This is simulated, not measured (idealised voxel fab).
process module | voxel self aligned vias
cross-section cut | 280 nm wide | cells 5 nm
A cross-section is a grid of square cells, given in bands from the top down. A band is one or more rows of cells.
Each band's line starts with the height of the band's top and of its bottom, in nm. Then come its materials from left to right, each with its width in nm. One material with "throughout" fills the band from edge to edge. "air" is empty space.
Height 0 is the level under which the wafer as received is all one material. The lowest band goes on downwards, as in "0 down".
A width such as "30 to 40" changes by the same amount from each row of cells to the next, from the band's top row to its bottom row.
"no change" after a step means that no cell of the cross-section changed.
closed voids: empty space of 8 cells or more with no open way to the top, each as width x height at its distance from the left edge, in nm
after a step's settings: what the simulator itself notes on the step
overlay nm, on a step with a mask: how far to the right of its planned place the mask lay; to the left if negative
plan
1 op RECEIVE | material Si
2 op CONFORMAL_DEP | material SiO2 | thk nm 15
3 op CONFORMAL_DEP | material SiCN | thk nm 5
4 op DIRECTIONAL_DEP | material SiO2 | thk nm 30
5 op PATTERN | tone open | mask id LINES | material resist | width nm 30 | pitch nm 70 | thk nm 20 | overlay nm 0
6 op DIRECTIONAL_ETCH | etch materials SiO2 | depth nm 30
7 op STRIP | etch materials resist
8 op CONFORMAL_DEP | material TiN | thk nm 5
9 op FILL_DEP | material Ru | thk nm 5
10 op CMP | height nm 50
11 op SELECTIVE_ETCH | etch materials W Ru TiN | depth nm 10
12 op FILL_DEP | material SiN | thk nm 5
13 op CMP | height nm 50
14 op DIRECTIONAL_DEP | material SiO2 | thk nm 15
15 op MASKED_ETCH | tone open | mask id VIAS | width nm 50 | pitch nm 70 | etch materials SiO2 | depth nm 15 | overlay nm 0
16 op MASKED_ETCH | tone open | mask id VIAS | width nm 50 | pitch nm 70 | etch materials SiN | depth nm 10 | overlay nm 0
17 op CONFORMAL_DEP | material TiN | thk nm 5
18 op FILL_DEP | material Ru | thk nm 5
19 op CMP | height nm 65
20 op CONFORMAL_DEP | material SiN | thk nm 5
first wafer, as planned
as received, after step 1
  0 down: Si throughout
  closed voids: none
after step 2
  15 to 0: SiO2 throughout
  below 0: unchanged
after step 3
  20 to 15: SiCN throughout
  below 15: unchanged
after step 4
  50 to 20: SiO2 throughout
  below 20: unchanged
after step 5
  70 to 50: resist 55 | air 30 | resist 40 | air 30 | resist 40 | air 30 | resist 55
  below 50: unchanged
after step 6
  70 to 50: resist 55 | air 30 | resist 40 | air 30 | resist 40 | air 30 | resist 55
  50 to 20: SiO2 55 | air 30 | SiO2 40 | air 30 | SiO2 40 | air 30 | SiO2 55
  below 20: unchanged
after step 7
  50 to 20: SiO2 55 | air 30 | SiO2 40 | air 30 | SiO2 40 | air 30 | SiO2 55
  below 20: unchanged
after step 8
  55 to 50: TiN 60 | air 20 | TiN 50 | air 20 | TiN 50 | air 20 | TiN 60
  50 to 25: SiO2 55 | TiN 5 | air 20 | TiN 5 | SiO2 40 | TiN 5 | air 20 | TiN 5 | SiO2 40 | TiN 5 | air 20 | TiN 5 | SiO2 55
  25 to 20: SiO2 55 | TiN 30 | SiO2 40 | TiN 30 | SiO2 40 | TiN 30 | SiO2 55
  below 20: unchanged
after step 9
  60 to 55: Ru throughout
  55 to 50: TiN 60 | Ru 20 | TiN 50 | Ru 20 | TiN 50 | Ru 20 | TiN 60
  50 to 25: SiO2 55 | TiN 5 | Ru 20 | TiN 5 | SiO2 40 | TiN 5 | Ru 20 | TiN 5 | SiO2 40 | TiN 5 | Ru 20 | TiN 5 | SiO2 55
  below 25: unchanged
after step 10
  50 to 25: SiO2 55 | TiN 5 | Ru 20 | TiN 5 | SiO2 40 | TiN 5 | Ru 20 | TiN 5 | SiO2 40 | TiN 5 | Ru 20 | TiN 5 | SiO2 55
  below 25: unchanged
after step 11
  50 to 40: SiO2 55 | air 30 | SiO2 40 | air 30 | SiO2 40 | air 30 | SiO2 55
  below 40: unchanged
after step 12
  55 to 50: SiN throughout
  50 to 40: SiO2 55 | SiN 30 | SiO2 40 | SiN 30 | SiO2 40 | SiN 30 | SiO2 55
  below 40: unchanged
after step 13
  50 to 40: SiO2 55 | SiN 30 | SiO2 40 | SiN 30 | SiO2 40 | SiN 30 | SiO2 55
  below 40: unchanged
after step 14
  65 to 50: SiO2 throughout
  below 50: unchanged
after step 15
  65 to 50: SiO2 45 | air 50 | SiO2 20 | air 50 | SiO2 20 | air 50 | SiO2 45
  below 50: unchanged
after step 16
  65 to 50: SiO2 45 | air 50 | SiO2 20 | air 50 | SiO2 20 | air 50 | SiO2 45
  50 to 40: SiO2 55 | air 30 | SiO2 40 | air 30 | SiO2 40 | air 30 | SiO2 55
  below 40: unchanged
after step 17
  70 to 65: TiN 50 | air 40 | TiN 30 | air 40 | TiN 30 | air 40 | TiN 50
  65 to 55: SiO2 45 | TiN 5 | air 40 | TiN 5 | SiO2 20 | TiN 5 | air 40 | TiN 5 | SiO2 20 | TiN 5 | air 40 | TiN 5 | SiO2 45
  55 to 45: SiO2 45 to 55 | TiN 15 to 5 | air 20 | TiN 15 to 5 | SiO2 20 to 40 | TiN 15 to 5 | air 20 | TiN 15 to 5 | SiO2 20 to 40 | TiN 15 to 5 | air 20 | TiN 15 to 5 | SiO2 45 to 55
  45 to 40: SiO2 55 | TiN 30 | SiO2 40 | TiN 30 | SiO2 40 | TiN 30 | SiO2 55
  below 40: unchanged
after step 18
  75 to 70: Ru throughout
  70 to 65: TiN 50 | Ru 40 | TiN 30 | Ru 40 | TiN 30 | Ru 40 | TiN 50
  65 to 55: SiO2 45 | TiN 5 | Ru 40 | TiN 5 | SiO2 20 | TiN 5 | Ru 40 | TiN 5 | SiO2 20 | TiN 5 | Ru 40 | TiN 5 | SiO2 45
  55 to 45: SiO2 45 to 55 | TiN 15 to 5 | Ru 20 | TiN 15 to 5 | SiO2 20 to 40 | TiN 15 to 5 | Ru 20 | TiN 15 to 5 | SiO2 20 to 40 | TiN 15 to 5 | Ru 20 | TiN 15 to 5 | SiO2 45 to 55
  below 45: unchanged
after step 19
  65 to 55: SiO2 45 | TiN 5 | Ru 40 | TiN 5 | SiO2 20 | TiN 5 | Ru 40 | TiN 5 | SiO2 20 | TiN 5 | Ru 40 | TiN 5 | SiO2 45
  below 55: unchanged
after step 20
  70 to 65: SiN throughout
  below 65: unchanged
second wafer: like start, like plan, one mistake. Through step 14 it matches the first wafer
when step 15 should have ended
  65 to 50: air 45 | SiO2 50 | air 20 | SiO2 50 | air 20 | SiO2 50 | air 45
  below 50: unchanged
when step 16 should have ended: no change
when step 17 should have ended
  70 to 65: air 40 | TiN 60 | air 10 | TiN 60 | air 10 | TiN 60 | air 40
  65 to 55: air 40 | TiN 5 | SiO2 50 | TiN 5 | air 10 | TiN 5 | SiO2 50 | TiN 5 | air 10 | TiN 5 | SiO2 50 | TiN 5 | air 40
  55 to 50: TiN 45 | SiO2 50 | TiN 20 | SiO2 50 | TiN 20 | SiO2 50 | TiN 45
  below 50: unchanged
when step 18 should have ended
  75 to 70: Ru throughout
  70 to 65: Ru 40 | TiN 60 | Ru 10 | TiN 60 | Ru 10 | TiN 60 | Ru 40
  65 to 55: Ru 40 | TiN 5 | SiO2 50 | TiN 5 | Ru 10 | TiN 5 | SiO2 50 | TiN 5 | Ru 10 | TiN 5 | SiO2 50 | TiN 5 | Ru 40
  below 55: unchanged
when step 19 should have ended
  65 to 55: Ru 40 | TiN 5 | SiO2 50 | TiN 5 | Ru 10 | TiN 5 | SiO2 50 | TiN 5 | Ru 10 | TiN 5 | SiO2 50 | TiN 5 | Ru 40
  below 55: unchanged
when step 20 should have ended
  70 to 65: SiN throughout
  below 65: unchanged
what went wrong: step 15 ran as: op MASKED_ETCH | tone cover | mask id VIAS | width nm 50 | pitch nm 70 | etch materials SiO2 | depth nm 15 | overlay nm 0
at the end the second wafer has, in cells: 32 fewer of Ru | 36 more of SiN | 12 more of SiO2 | 16 fewer of TiN
